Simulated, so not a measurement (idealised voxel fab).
process module | voxel wiring stack
cross-section cut | 260 nm wide | cells 5 nm
A cross-section is a grid of square cells, given in bands from the top down. A band is one or more rows of cells.
Each band's line starts with the height of the band's top and of its bottom, in nm. Then come its materials from left to right, each with its width in nm. One material with "throughout" fills the band from edge to edge. "air" is empty space.
Height 0 is the level under which the wafer as received is all one material. The lowest band goes on downwards, as in "0 down".
A width such as "30 to 40" changes by the same amount from each row of cells to the next, from the band's top row to its bottom row.
"no change" after a step means that no cell of the cross-section changed.
closed voids: empty space of 8 cells or more with no open way to the top, each as width x height at its distance from the left edge, in nm
after a step's settings: what the simulator itself notes on the step
overlay nm, on a step with a mask: how far to the right of its planned place the mask lay; to the left if negative
plan
1 op RECEIVE | material Si
2 op CONFORMAL_DEP | material SiO2 | thk nm 10
3 op CONFORMAL_DEP | material SiN | thk nm 5
4 op DIRECTIONAL_DEP | material lowk | thk nm 20
5 op PATTERN | tone open | mask id METAL_1 | material resist | width nm 20 | pitch nm 40 | thk nm 15 | overlay nm 0
6 op DIRECTIONAL_ETCH | etch materials lowk | depth nm 20
7 op DIRECTIONAL_ETCH | etch materials SiN | depth nm 5
8 op STRIP | etch materials resist
9 op CONFORMAL_DEP | material TiN | thk nm 5
10 op FILL_DEP | material Cu | thk nm 10
11 op CMP | height nm 35
12 op EPI | material Ru | thk nm 5
13 op FILL_DEP | material SiCN | thk nm 5
14 op DIRECTIONAL_DEP | material SiO2 | thk nm 15
15 op MASKED_ETCH | tone open | mask id PLUG_1 | width nm 15 | pitch nm 40 | etch materials SiO2 | depth nm 15 | overlay nm 0
16 op MASKED_ETCH | tone open | mask id PLUG_1 | width nm 15 | pitch nm 40 | etch materials SiCN | depth nm 5 | overlay nm 0
17 op EPI | material Ru | thk nm 10
18 op EPI | material Ru | thk nm 10
19 op CONFORMAL_DEP | material SiN | thk nm 5
20 op DIRECTIONAL_DEP | material SiO2 | thk nm 25
21 op PATTERN | tone open | mask id METAL_2 | material resist | width nm 20 | pitch nm 40 | thk nm 15 | overlay nm 0
22 op DIRECTIONAL_ETCH | etch materials SiO2 | depth nm 25
23 op DIRECTIONAL_ETCH | etch materials SiN | depth nm 5
24 op STRIP | etch materials resist
25 op CONFORMAL_DEP | material TiN | thk nm 5
26 op FILL_DEP | material W | thk nm 5
27 op CMP | height nm 90
28 op EPI | material Ru | thk nm 5
29 op FILL_DEP | material SiCN | thk nm 5
30 op DIRECTIONAL_DEP | material lowk | thk nm 35
31 op MASKED_ETCH | tone open | mask id METAL_3 | width nm 20 | pitch nm 40 | etch materials lowk | depth nm 20 | overlay nm 0
32 op DIRECTIONAL_DEP | material aC | thk nm 15
33 op PATTERN | tone open | mask id METAL_3_HOLES | material resist | width nm 15 | pitch nm 80 | thk nm 35 | overlay nm 0
34 op DIRECTIONAL_ETCH | etch materials aC | depth nm 15
35 op STRIP | etch materials resist
36 op DIRECTIONAL_ETCH | etch materials lowk | depth nm 15
37 op DIRECTIONAL_ETCH | etch materials SiCN | depth nm 5
38 op STRIP | etch materials aC
39 op CONFORMAL_DEP | material TiN | thk nm 5
40 op FILL_DEP | material Ru | thk nm 10
41 op CMP | height nm 135
42 op CONFORMAL_DEP | material SiCN | thk nm 5
first wafer, as planned
as received, after step 1
  0 down: Si throughout
  closed voids: none
after step 2
  10 to 0: SiO2 throughout
  below 0: unchanged
after step 3
  15 to 10: SiN throughout
  below 10: unchanged
after step 4
  35 to 15: lowk throughout
  below 15: unchanged
after step 5
  50 to 35: resist 60 | air 20 | resist 20 | air 20 | resist 20 | air 20 | resist 20 | air 20 | resist 60
  below 35: unchanged
after step 6
  50 to 35: resist 60 | air 20 | resist 20 | air 20 | resist 20 | air 20 | resist 20 | air 20 | resist 60
  35 to 15: lowk 60 | air 20 | lowk 20 | air 20 | lowk 20 | air 20 | lowk 20 | air 20 | lowk 60
  below 15: unchanged
after step 7
  50 to 35: resist 60 | air 20 | resist 20 | air 20 | resist 20 | air 20 | resist 20 | air 20 | resist 60
  35 to 15: lowk 60 | air 20 | lowk 20 | air 20 | lowk 20 | air 20 | lowk 20 | air 20 | lowk 60
  15 to 10: SiN 60 | air 20 | SiN 20 | air 20 | SiN 20 | air 20 | SiN 20 | air 20 | SiN 60
  below 10: unchanged
after step 8
  35 to 15: lowk 60 | air 20 | lowk 20 | air 20 | lowk 20 | air 20 | lowk 20 | air 20 | lowk 60
  below 15: unchanged
after step 9
  40 to 35: TiN 65 | air 10 | TiN 30 | air 10 | TiN 30 | air 10 | TiN 30 | air 10 | TiN 65
  35 to 15: lowk 60 | TiN 5 | air 10 | TiN 5 | lowk 20 | TiN 5 | air 10 | TiN 5 | lowk 20 | TiN 5 | air 10 | TiN 5 | lowk 20 | TiN 5 | air 10 | TiN 5 | lowk 60
  15 to 10: SiN 60 | TiN 20 | SiN 20 | TiN 20 | SiN 20 | TiN 20 | SiN 20 | TiN 20 | SiN 60
  below 10: unchanged
after step 10
  50 to 40: Cu throughout
  40 to 35: TiN 65 | Cu 10 | TiN 30 | Cu 10 | TiN 30 | Cu 10 | TiN 30 | Cu 10 | TiN 65
  35 to 15: lowk 60 | TiN 5 | Cu 10 | TiN 5 | lowk 20 | TiN 5 | Cu 10 | TiN 5 | lowk 20 | TiN 5 | Cu 10 | TiN 5 | lowk 20 | TiN 5 | Cu 10 | TiN 5 | lowk 60
  below 15: unchanged
after step 11
  35 to 15: lowk 60 | TiN 5 | Cu 10 | TiN 5 | lowk 20 | TiN 5 | Cu 10 | TiN 5 | lowk 20 | TiN 5 | Cu 10 | TiN 5 | lowk 20 | TiN 5 | Cu 10 | TiN 5 | lowk 60
  below 15: unchanged
after step 12
  40 to 35: air 55 | Ru 30 | air 10 | Ru 30 | air 10 | Ru 30 | air 10 | Ru 30 | air 55
  below 35: unchanged
after step 13
  45 to 40: SiCN throughout
  40 to 35: SiCN 55 | Ru 30 | SiCN 10 | Ru 30 | SiCN 10 | Ru 30 | SiCN 10 | Ru 30 | SiCN 55
  below 35: unchanged
after step 14
  60 to 45: SiO2 throughout
  below 45: unchanged
after step 15
  60 to 45: SiO2 60 | air 15 | SiO2 25 | air 15 | SiO2 25 | air 15 | SiO2 25 | air 15 | SiO2 65
  below 45: unchanged
after step 16
  60 to 45: SiO2 60 | air 15 | SiO2 25 | air 15 | SiO2 25 | air 15 | SiO2 25 | air 15 | SiO2 65
  45 to 40: SiCN 60 | air 15 | SiCN 25 | air 15 | SiCN 25 | air 15 | SiCN 25 | air 15 | SiCN 65
  below 40: unchanged
after step 17
  60 to 50: SiO2 60 | air 15 | SiO2 25 | air 15 | SiO2 25 | air 15 | SiO2 25 | air 15 | SiO2 65
  50 to 45: SiO2 60 | Ru 15 | SiO2 25 | Ru 15 | SiO2 25 | Ru 15 | SiO2 25 | Ru 15 | SiO2 65
  45 to 35: SiCN 60 to 55 | Ru 15 to 30 | SiCN 25 to 10 | Ru 15 to 30 | SiCN 25 to 10 | Ru 15 to 30 | SiCN 25 to 10 | Ru 15 to 30 | SiCN 65 to 55
  below 35: unchanged
after step 18
  60 to 45: SiO2 60 | Ru 15 | SiO2 25 | Ru 15 | SiO2 25 | Ru 15 | SiO2 25 | Ru 15 | SiO2 65
  below 45: unchanged
after step 19
  65 to 60: SiN throughout
  below 60: unchanged
after step 20
  90 to 65: SiO2 throughout
  below 65: unchanged
after step 21
  105 to 90: resist 60 | air 20 | resist 20 | air 20 | resist 20 | air 20 | resist 20 | air 20 | resist 60
  below 90: unchanged
after step 22
  105 to 90: resist 60 | air 20 | resist 20 | air 20 | resist 20 | air 20 | resist 20 | air 20 | resist 60
  90 to 65: SiO2 60 | air 20 | SiO2 20 | air 20 | SiO2 20 | air 20 | SiO2 20 | air 20 | SiO2 60
  below 65: unchanged
after step 23
  105 to 90: resist 60 | air 20 | resist 20 | air 20 | resist 20 | air 20 | resist 20 | air 20 | resist 60
  90 to 65: SiO2 60 | air 20 | SiO2 20 | air 20 | SiO2 20 | air 20 | SiO2 20 | air 20 | SiO2 60
  65 to 60: SiN 60 | air 20 | SiN 20 | air 20 | SiN 20 | air 20 | SiN 20 | air 20 | SiN 60
  below 60: unchanged
after step 24
  90 to 65: SiO2 60 | air 20 | SiO2 20 | air 20 | SiO2 20 | air 20 | SiO2 20 | air 20 | SiO2 60
  below 65: unchanged
after step 25
  95 to 90: TiN 65 | air 10 | TiN 30 | air 10 | TiN 30 | air 10 | TiN 30 | air 10 | TiN 65
  90 to 65: SiO2 60 | TiN 5 | air 10 | TiN 5 | SiO2 20 | TiN 5 | air 10 | TiN 5 | SiO2 20 | TiN 5 | air 10 | TiN 5 | SiO2 20 | TiN 5 | air 10 | TiN 5 | SiO2 60
  65 to 60: SiN 60 | TiN 20 | SiN 20 | TiN 20 | SiN 20 | TiN 20 | SiN 20 | TiN 20 | SiN 60
  below 60: unchanged
after step 26
  100 to 95: W throughout
  95 to 90: TiN 65 | W 10 | TiN 30 | W 10 | TiN 30 | W 10 | TiN 30 | W 10 | TiN 65
  90 to 65: SiO2 60 | TiN 5 | W 10 | TiN 5 | SiO2 20 | TiN 5 | W 10 | TiN 5 | SiO2 20 | TiN 5 | W 10 | TiN 5 | SiO2 20 | TiN 5 | W 10 | TiN 5 | SiO2 60
  below 65: unchanged
after step 27
  90 to 65: SiO2 60 | TiN 5 | W 10 | TiN 5 | SiO2 20 | TiN 5 | W 10 | TiN 5 | SiO2 20 | TiN 5 | W 10 | TiN 5 | SiO2 20 | TiN 5 | W 10 | TiN 5 | SiO2 60
  below 65: unchanged
after step 28
  95 to 90: air 55 | Ru 30 | air 10 | Ru 30 | air 10 | Ru 30 | air 10 | Ru 30 | air 55
  below 90: unchanged
after step 29
  100 to 95: SiCN throughout
  95 to 90: SiCN 55 | Ru 30 | SiCN 10 | Ru 30 | SiCN 10 | Ru 30 | SiCN 10 | Ru 30 | SiCN 55
  below 90: unchanged
after step 30
  135 to 100: lowk throughout
  below 100: unchanged
after step 31
  135 to 115: lowk 60 | air 20 | lowk 20 | air 20 | lowk 20 | air 20 | lowk 20 | air 20 | lowk 60
  below 115: unchanged
after step 32
  150 to 135: aC 60 | air 20 | aC 20 | air 20 | aC 20 | air 20 | aC 20 | air 20 | aC 60
  135 to 130: lowk 60 | air 20 | lowk 20 | air 20 | lowk 20 | air 20 | lowk 20 | air 20 | lowk 60
  130 to 115: lowk 60 | aC 20 | lowk 20 | aC 20 | lowk 20 | aC 20 | lowk 20 | aC 20 | lowk 60
  below 115: unchanged
after step 33
  185 to 150: resist 60 | air 15 | resist 65 | air 15 | resist 105
  150 to 135: aC 60 | air 15 | resist 5 | aC 20 | resist 20 | aC 20 | air 15 | resist 5 | aC 20 | resist 20 | aC 60
  135 to 130: lowk 60 | air 15 | resist 5 | lowk 20 | resist 20 | lowk 20 | air 15 | resist 5 | lowk 20 | resist 20 | lowk 60
  below 130: unchanged
after step 34
  170 to 150: resist 60 | air 15 | resist 65 | air 15 | resist 105
  150 to 135: aC 60 | air 15 | resist 5 | aC 20 | resist 20 | aC 20 | air 15 | resist 5 | aC 20 | resist 20 | aC 60
  135 to 130: lowk 60 | air 15 | resist 5 | lowk 20 | resist 20 | lowk 20 | air 15 | resist 5 | lowk 20 | resist 20 | lowk 60
  130 to 115: lowk 60 | air 15 | aC 5 | lowk 20 | aC 20 | lowk 20 | air 15 | aC 5 | lowk 20 | aC 20 | lowk 60
  below 115: unchanged
after step 35
  150 to 135: aC 60 | air 20 | aC 20 | air 20 | aC 20 | air 20 | aC 20 | air 20 | aC 60
  135 to 130: lowk 60 | air 20 | lowk 20 | air 20 | lowk 20 | air 20 | lowk 20 | air 20 | lowk 60
  below 130: unchanged
after step 36
  150 to 135: aC 60 | air 20 | aC 20 | air 20 | aC 20 | air 20 | aC 20 | air 20 | aC 60
  135 to 130: lowk 60 | air 20 | lowk 20 | air 20 | lowk 20 | air 20 | lowk 20 | air 20 | lowk 60
  130 to 115: lowk 60 | air 15 | aC 5 | lowk 20 | aC 20 | lowk 20 | air 15 | aC 5 | lowk 20 | aC 20 | lowk 60
  115 to 100: lowk 60 | air 15 | lowk 65 | air 15 | lowk 105
  below 100: unchanged
after step 37
  150 to 135: aC 60 | air 20 | aC 20 | air 20 | aC 20 | air 20 | aC 20 | air 20 | aC 60
  135 to 130: lowk 60 | air 20 | lowk 20 | air 20 | lowk 20 | air 20 | lowk 20 | air 20 | lowk 60
  130 to 115: lowk 60 | air 15 | aC 5 | lowk 20 | aC 20 | lowk 20 | air 15 | aC 5 | lowk 20 | aC 20 | lowk 60
  115 to 100: lowk 60 | air 15 | lowk 65 | air 15 | lowk 105
  100 to 95: SiCN 60 | air 15 | SiCN 65 | air 15 | SiCN 105
  below 95: unchanged
after step 38
  135 to 115: lowk 60 | air 20 | lowk 20 | air 20 | lowk 20 | air 20 | lowk 20 | air 20 | lowk 60
  below 115: unchanged
after step 39
  140 to 135: TiN 65 | air 10 | TiN 30 | air 10 | TiN 30 | air 10 | TiN 30 | air 10 | TiN 65
  135 to 120: lowk 60 | TiN 5 | air 10 | TiN 5 | lowk 20 | TiN 5 | air 10 | TiN 5 | lowk 20 | TiN 5 | air 10 | TiN 5 | lowk 20 | TiN 5 | air 10 | TiN 5 | lowk 60
  120 to 115: lowk 60 | TiN 5 | air 5 | TiN 10 | lowk 20 | TiN 20 | lowk 20 | TiN 5 | air 5 | TiN 10 | lowk 20 | TiN 20 | lowk 60
  115 to 100: lowk 60 | TiN 5 | air 5 | TiN 5 | lowk 65 | TiN 5 | air 5 | TiN 5 | lowk 105
  100 to 95: SiCN 60 | TiN 15 | SiCN 65 | TiN 15 | SiCN 105
  below 95: unchanged
after step 40
  150 to 140: Ru throughout
  140 to 135: TiN 65 | Ru 10 | TiN 30 | Ru 10 | TiN 30 | Ru 10 | TiN 30 | Ru 10 | TiN 65
  135 to 120: lowk 60 | TiN 5 | Ru 10 | TiN 5 | lowk 20 | TiN 5 | Ru 10 | TiN 5 | lowk 20 | TiN 5 | Ru 10 | TiN 5 | lowk 20 | TiN 5 | Ru 10 | TiN 5 | lowk 60
  120 to 115: lowk 60 | TiN 5 | Ru 5 | TiN 10 | lowk 20 | TiN 20 | lowk 20 | TiN 5 | Ru 5 | TiN 10 | lowk 20 | TiN 20 | lowk 60
  115 to 100: lowk 60 | TiN 5 | Ru 5 | TiN 5 | lowk 65 | TiN 5 | Ru 5 | TiN 5 | lowk 105
  below 100: unchanged
after step 41
  135 to 120: lowk 60 | TiN 5 | Ru 10 | TiN 5 | lowk 20 | TiN 5 | Ru 10 | TiN 5 | lowk 20 | TiN 5 | Ru 10 | TiN 5 | lowk 20 | TiN 5 | Ru 10 | TiN 5 | lowk 60
  below 120: unchanged
after step 42
  140 to 135: SiCN throughout
  below 135: unchanged
second wafer: like start, like plan, one mistake. Through step 1 it matches the first wafer
when step 2 should have ended
  15 to 0: SiO2 throughout
  below 0: unchanged
when step 3 should have ended
  20 to 15: SiN throughout
  below 15: unchanged
when step 4 should have ended
  40 to 20: lowk throughout
  below 20: unchanged
when step 5 should have ended
  55 to 40: resist 60 | air 20 | resist 20 | air 20 | resist 20 | air 20 | resist 20 | air 20 | resist 60
  below 40: unchanged
when step 6 should have ended
  55 to 40: resist 60 | air 20 | resist 20 | air 20 | resist 20 | air 20 | resist 20 | air 20 | resist 60
  40 to 20: lowk 60 | air 20 | lowk 20 | air 20 | lowk 20 | air 20 | lowk 20 | air 20 | lowk 60
  below 20: unchanged
when step 7 should have ended
  55 to 40: resist 60 | air 20 | resist 20 | air 20 | resist 20 | air 20 | resist 20 | air 20 | resist 60
  40 to 20: lowk 60 | air 20 | lowk 20 | air 20 | lowk 20 | air 20 | lowk 20 | air 20 | lowk 60
  20 to 15: SiN 60 | air 20 | SiN 20 | air 20 | SiN 20 | air 20 | SiN 20 | air 20 | SiN 60
  below 15: unchanged
when step 8 should have ended
  40 to 20: lowk 60 | air 20 | lowk 20 | air 20 | lowk 20 | air 20 | lowk 20 | air 20 | lowk 60
  below 20: unchanged
when step 9 should have ended
  45 to 40: TiN 65 | air 10 | TiN 30 | air 10 | TiN 30 | air 10 | TiN 30 | air 10 | TiN 65
  40 to 20: lowk 60 | TiN 5 | air 10 | TiN 5 | lowk 20 | TiN 5 | air 10 | TiN 5 | lowk 20 | TiN 5 | air 10 | TiN 5 | lowk 20 | TiN 5 | air 10 | TiN 5 | lowk 60
  20 to 15: SiN 60 | TiN 20 | SiN 20 | TiN 20 | SiN 20 | TiN 20 | SiN 20 | TiN 20 | SiN 60
  below 15: unchanged
when step 10 should have ended
  55 to 45: Cu throughout
  45 to 40: TiN 65 | Cu 10 | TiN 30 | Cu 10 | TiN 30 | Cu 10 | TiN 30 | Cu 10 | TiN 65
  40 to 20: lowk 60 | TiN 5 | Cu 10 | TiN 5 | lowk 20 | TiN 5 | Cu 10 | TiN 5 | lowk 20 | TiN 5 | Cu 10 | TiN 5 | lowk 20 | TiN 5 | Cu 10 | TiN 5 | lowk 60
  below 20: unchanged
when step 11 should have ended
  35 to 20: lowk 60 | TiN 5 | Cu 10 | TiN 5 | lowk 20 | TiN 5 | Cu 10 | TiN 5 | lowk 20 | TiN 5 | Cu 10 | TiN 5 | lowk 20 | TiN 5 | Cu 10 | TiN 5 | lowk 60
  below 20: unchanged
when step 12 should have ended
  40 to 35: air 55 | Ru 30 | air 10 | Ru 30 | air 10 | Ru 30 | air 10 | Ru 30 | air 55
  below 35: unchanged
when step 13 should have ended
  45 to 40: SiCN throughout
  40 to 35: SiCN 55 | Ru 30 | SiCN 10 | Ru 30 | SiCN 10 | Ru 30 | SiCN 10 | Ru 30 | SiCN 55
  below 35: unchanged
when step 14 should have ended
  60 to 45: SiO2 throughout
  below 45: unchanged
when step 15 should have ended
  60 to 45: SiO2 60 | air 15 | SiO2 25 | air 15 | SiO2 25 | air 15 | SiO2 25 | air 15 | SiO2 65
  below 45: unchanged
when step 16 should have ended
  60 to 45: SiO2 60 | air 15 | SiO2 25 | air 15 | SiO2 25 | air 15 | SiO2 25 | air 15 | SiO2 65
  45 to 40: SiCN 60 | air 15 | SiCN 25 | air 15 | SiCN 25 | air 15 | SiCN 25 | air 15 | SiCN 65
  below 40: unchanged
when step 17 should have ended
  60 to 50: SiO2 60 | air 15 | SiO2 25 | air 15 | SiO2 25 | air 15 | SiO2 25 | air 15 | SiO2 65
  50 to 45: SiO2 60 | Ru 15 | SiO2 25 | Ru 15 | SiO2 25 | Ru 15 | SiO2 25 | Ru 15 | SiO2 65
  45 to 35: SiCN 60 to 55 | Ru 15 to 30 | SiCN 25 to 10 | Ru 15 to 30 | SiCN 25 to 10 | Ru 15 to 30 | SiCN 25 to 10 | Ru 15 to 30 | SiCN 65 to 55
  below 35: unchanged
when step 18 should have ended
  60 to 45: SiO2 60 | Ru 15 | SiO2 25 | Ru 15 | SiO2 25 | Ru 15 | SiO2 25 | Ru 15 | SiO2 65
  below 45: unchanged
when step 19 should have ended
  65 to 60: SiN throughout
  below 60: unchanged
when step 20 should have ended
  90 to 65: SiO2 throughout
  below 65: unchanged
when step 21 should have ended
  105 to 90: resist 60 | air 20 | resist 20 | air 20 | resist 20 | air 20 | resist 20 | air 20 | resist 60
  below 90: unchanged
when step 22 should have ended
  105 to 90: resist 60 | air 20 | resist 20 | air 20 | resist 20 | air 20 | resist 20 | air 20 | resist 60
  90 to 65: SiO2 60 | air 20 | SiO2 20 | air 20 | SiO2 20 | air 20 | SiO2 20 | air 20 | SiO2 60
  below 65: unchanged
when step 23 should have ended
  105 to 90: resist 60 | air 20 | resist 20 | air 20 | resist 20 | air 20 | resist 20 | air 20 | resist 60
  90 to 65: SiO2 60 | air 20 | SiO2 20 | air 20 | SiO2 20 | air 20 | SiO2 20 | air 20 | SiO2 60
  65 to 60: SiN 60 | air 20 | SiN 20 | air 20 | SiN 20 | air 20 | SiN 20 | air 20 | SiN 60
  below 60: unchanged
when step 24 should have ended
  90 to 65: SiO2 60 | air 20 | SiO2 20 | air 20 | SiO2 20 | air 20 | SiO2 20 | air 20 | SiO2 60
  below 65: unchanged
when step 25 should have ended
  95 to 90: TiN 65 | air 10 | TiN 30 | air 10 | TiN 30 | air 10 | TiN 30 | air 10 | TiN 65
  90 to 65: SiO2 60 | TiN 5 | air 10 | TiN 5 | SiO2 20 | TiN 5 | air 10 | TiN 5 | SiO2 20 | TiN 5 | air 10 | TiN 5 | SiO2 20 | TiN 5 | air 10 | TiN 5 | SiO2 60
  65 to 60: SiN 60 | TiN 20 | SiN 20 | TiN 20 | SiN 20 | TiN 20 | SiN 20 | TiN 20 | SiN 60
  below 60: unchanged
when step 26 should have ended
  100 to 95: W throughout
  95 to 90: TiN 65 | W 10 | TiN 30 | W 10 | TiN 30 | W 10 | TiN 30 | W 10 | TiN 65
  90 to 65: SiO2 60 | TiN 5 | W 10 | TiN 5 | SiO2 20 | TiN 5 | W 10 | TiN 5 | SiO2 20 | TiN 5 | W 10 | TiN 5 | SiO2 20 | TiN 5 | W 10 | TiN 5 | SiO2 60
  below 65: unchanged
when step 27 should have ended
  90 to 65: SiO2 60 | TiN 5 | W 10 | TiN 5 | SiO2 20 | TiN 5 | W 10 | TiN 5 | SiO2 20 | TiN 5 | W 10 | TiN 5 | SiO2 20 | TiN 5 | W 10 | TiN 5 | SiO2 60
  below 65: unchanged
when step 28 should have ended
  95 to 90: air 55 | Ru 30 | air 10 | Ru 30 | air 10 | Ru 30 | air 10 | Ru 30 | air 55
  below 90: unchanged
when step 29 should have ended
  100 to 95: SiCN throughout
  95 to 90: SiCN 55 | Ru 30 | SiCN 10 | Ru 30 | SiCN 10 | Ru 30 | SiCN 10 | Ru 30 | SiCN 55
  below 90: unchanged
when step 30 should have ended
  135 to 100: lowk throughout
  below 100: unchanged
when step 31 should have ended
  135 to 115: lowk 60 | air 20 | lowk 20 | air 20 | lowk 20 | air 20 | lowk 20 | air 20 | lowk 60
  below 115: unchanged
when step 32 should have ended
  150 to 135: aC 60 | air 20 | aC 20 | air 20 | aC 20 | air 20 | aC 20 | air 20 | aC 60
  135 to 130: lowk 60 | air 20 | lowk 20 | air 20 | lowk 20 | air 20 | lowk 20 | air 20 | lowk 60
  130 to 115: lowk 60 | aC 20 | lowk 20 | aC 20 | lowk 20 | aC 20 | lowk 20 | aC 20 | lowk 60
  below 115: unchanged
when step 33 should have ended
  185 to 150: resist 60 | air 15 | resist 65 | air 15 | resist 105
  150 to 135: aC 60 | air 15 | resist 5 | aC 20 | resist 20 | aC 20 | air 15 | resist 5 | aC 20 | resist 20 | aC 60
  135 to 130: lowk 60 | air 15 | resist 5 | lowk 20 | resist 20 | lowk 20 | air 15 | resist 5 | lowk 20 | resist 20 | lowk 60
  below 130: unchanged
when step 34 should have ended
  170 to 150: resist 60 | air 15 | resist 65 | air 15 | resist 105
  150 to 135: aC 60 | air 15 | resist 5 | aC 20 | resist 20 | aC 20 | air 15 | resist 5 | aC 20 | resist 20 | aC 60
  135 to 130: lowk 60 | air 15 | resist 5 | lowk 20 | resist 20 | lowk 20 | air 15 | resist 5 | lowk 20 | resist 20 | lowk 60
  130 to 115: lowk 60 | air 15 | aC 5 | lowk 20 | aC 20 | lowk 20 | air 15 | aC 5 | lowk 20 | aC 20 | lowk 60
  below 115: unchanged
when step 35 should have ended
  150 to 135: aC 60 | air 20 | aC 20 | air 20 | aC 20 | air 20 | aC 20 | air 20 | aC 60
  135 to 130: lowk 60 | air 20 | lowk 20 | air 20 | lowk 20 | air 20 | lowk 20 | air 20 | lowk 60
  below 130: unchanged
when step 36 should have ended
  150 to 135: aC 60 | air 20 | aC 20 | air 20 | aC 20 | air 20 | aC 20 | air 20 | aC 60
  135 to 130: lowk 60 | air 20 | lowk 20 | air 20 | lowk 20 | air 20 | lowk 20 | air 20 | lowk 60
  130 to 115: lowk 60 | air 15 | aC 5 | lowk 20 | aC 20 | lowk 20 | air 15 | aC 5 | lowk 20 | aC 20 | lowk 60
  115 to 100: lowk 60 | air 15 | lowk 65 | air 15 | lowk 105
  below 100: unchanged
when step 37 should have ended
  150 to 135: aC 60 | air 20 | aC 20 | air 20 | aC 20 | air 20 | aC 20 | air 20 | aC 60
  135 to 130: lowk 60 | air 20 | lowk 20 | air 20 | lowk 20 | air 20 | lowk 20 | air 20 | lowk 60
  130 to 115: lowk 60 | air 15 | aC 5 | lowk 20 | aC 20 | lowk 20 | air 15 | aC 5 | lowk 20 | aC 20 | lowk 60
  115 to 100: lowk 60 | air 15 | lowk 65 | air 15 | lowk 105
  100 to 95: SiCN 60 | air 15 | SiCN 65 | air 15 | SiCN 105
  below 95: unchanged
when step 38 should have ended
  135 to 115: lowk 60 | air 20 | lowk 20 | air 20 | lowk 20 | air 20 | lowk 20 | air 20 | lowk 60
  below 115: unchanged
when step 39 should have ended
  140 to 135: TiN 65 | air 10 | TiN 30 | air 10 | TiN 30 | air 10 | TiN 30 | air 10 | TiN 65
  135 to 120: lowk 60 | TiN 5 | air 10 | TiN 5 | lowk 20 | TiN 5 | air 10 | TiN 5 | lowk 20 | TiN 5 | air 10 | TiN 5 | lowk 20 | TiN 5 | air 10 | TiN 5 | lowk 60
  120 to 115: lowk 60 | TiN 5 | air 5 | TiN 10 | lowk 20 | TiN 20 | lowk 20 | TiN 5 | air 5 | TiN 10 | lowk 20 | TiN 20 | lowk 60
  115 to 100: lowk 60 | TiN 5 | air 5 | TiN 5 | lowk 65 | TiN 5 | air 5 | TiN 5 | lowk 105
  100 to 95: SiCN 60 | TiN 15 | SiCN 65 | TiN 15 | SiCN 105
  below 95: unchanged
when step 40 should have ended
  150 to 140: Ru throughout
  140 to 135: TiN 65 | Ru 10 | TiN 30 | Ru 10 | TiN 30 | Ru 10 | TiN 30 | Ru 10 | TiN 65
  135 to 120: lowk 60 | TiN 5 | Ru 10 | TiN 5 | lowk 20 | TiN 5 | Ru 10 | TiN 5 | lowk 20 | TiN 5 | Ru 10 | TiN 5 | lowk 20 | TiN 5 | Ru 10 | TiN 5 | lowk 60
  120 to 115: lowk 60 | TiN 5 | Ru 5 | TiN 10 | lowk 20 | TiN 20 | lowk 20 | TiN 5 | Ru 5 | TiN 10 | lowk 20 | TiN 20 | lowk 60
  115 to 100: lowk 60 | TiN 5 | Ru 5 | TiN 5 | lowk 65 | TiN 5 | Ru 5 | TiN 5 | lowk 105
  below 100: unchanged
when step 41 should have ended
  135 to 120: lowk 60 | TiN 5 | Ru 10 | TiN 5 | lowk 20 | TiN 5 | Ru 10 | TiN 5 | lowk 20 | TiN 5 | Ru 10 | TiN 5 | lowk 20 | TiN 5 | Ru 10 | TiN 5 | lowk 60
  below 120: unchanged
when step 42 should have ended
  140 to 135: SiCN throughout
  below 135: unchanged
what went wrong: step 2 ran as: op CONFORMAL_DEP | material SiO2 | thk nm 15
at the end the second wafer has, in cells: 8 fewer of Cu | 52 more of SiO2 | 8 fewer of TiN | 36 fewer of lowk
